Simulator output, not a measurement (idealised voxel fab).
process module | voxel local oxidation
cross-section cut | 230 nm wide | cells 5 nm
A cross-section is a grid of square cells, given in bands from the top down. A band is one or more rows of cells.
Each band's line starts with the height of the band's top and of its bottom, in nm. Then come its materials from left to right, each with its width in nm. One material with "throughout" fills the band from edge to edge. "air" is empty space.
Height 0 is the level under which the wafer as received is all one material. The lowest band goes on downwards, as in "0 down".
A width such as "30 to 40" changes by the same amount from each row of cells to the next, from the band's top row to its bottom row.
"no change" after a step means that no cell of the cross-section changed.
closed voids: empty space of 8 cells or more with no open way to the top, each as width x height at its distance from the left edge, in nm
after a step's settings: what the simulator itself notes on the step
overlay nm, on a step with a mask: how far to the right of its planned place the mask lay; to the left if negative
plan
1 op RECEIVE | material Si
2 op CONFORMAL_DEP | material SiO2 | thk nm 5
3 op CONFORMAL_DEP | material SiN | thk nm 10
4 op PATTERN | tone cover | mask id ACTIVE | material resist | width nm 110 | thk nm 20 | overlay nm 0
5 op DIRECTIONAL_ETCH | etch materials SiN | depth nm 10
6 op STRIP | etch materials resist
7 op SELECTIVE_ETCH | etch materials SiO2 | depth nm 5
8 op OXIDIZE | depth nm 10
9 op STRIP | etch materials SiN
first wafer, as planned
as received, after step 1
  0 down: Si throughout
  closed voids: none
after step 2
  5 to 0: SiO2 throughout
  below 0: unchanged
after step 3
  15 to 5: SiN throughout
  below 5: unchanged
after step 4
  35 to 15: air 60 | resist 110 | air 60
  below 15: unchanged
after step 5
  35 to 15: air 60 | resist 110 | air 60
  15 to 5: air 60 | SiN 110 | air 60
  below 5: unchanged
after step 6
  15 to 5: air 60 | SiN 110 | air 60
  below 5: unchanged
after step 7
  15 to 5: air 60 | SiN 110 | air 60
  5 to 0: air 65 | SiO2 100 | air 65
  below 0: unchanged
after step 8
  15 to 5: air 60 | SiN 110 | air 60
  5 to 0: air 65 | SiO2 100 | air 65
  0 to -10: SiO2 75 | Si 80 | SiO2 75
  below -10: unchanged
after step 9
  5 to 0: air 65 | SiO2 100 | air 65
  below 0: unchanged
second wafer: like start, like plan, one mistake. Through step 3 it matches the first wafer
when step 4 should have ended
  35 to 15: air 70 | resist 110 | air 50
  below 15: unchanged
when step 5 should have ended
  35 to 15: air 70 | resist 110 | air 50
  15 to 5: air 70 | SiN 110 | air 50
  below 5: unchanged
when step 6 should have ended
  15 to 5: air 70 | SiN 110 | air 50
  below 5: unchanged
when step 7 should have ended
  15 to 5: air 70 | SiN 110 | air 50
  5 to 0: air 75 | SiO2 100 | air 55
  below 0: unchanged
when step 8 should have ended
  15 to 5: air 70 | SiN 110 | air 50
  5 to 0: air 75 | SiO2 100 | air 55
  0 to -10: SiO2 85 | Si 80 | SiO2 65
  below -10: unchanged
when step 9 should have ended
  5 to 0: air 75 | SiO2 100 | air 55
  below 0: unchanged
what went wrong: step 4 ran as: op PATTERN | tone cover | mask id ACTIVE | material resist | width nm 110 | thk nm 20 | overlay nm 10
at the end the second wafer has, in cells: as many of each material as the first, in other places
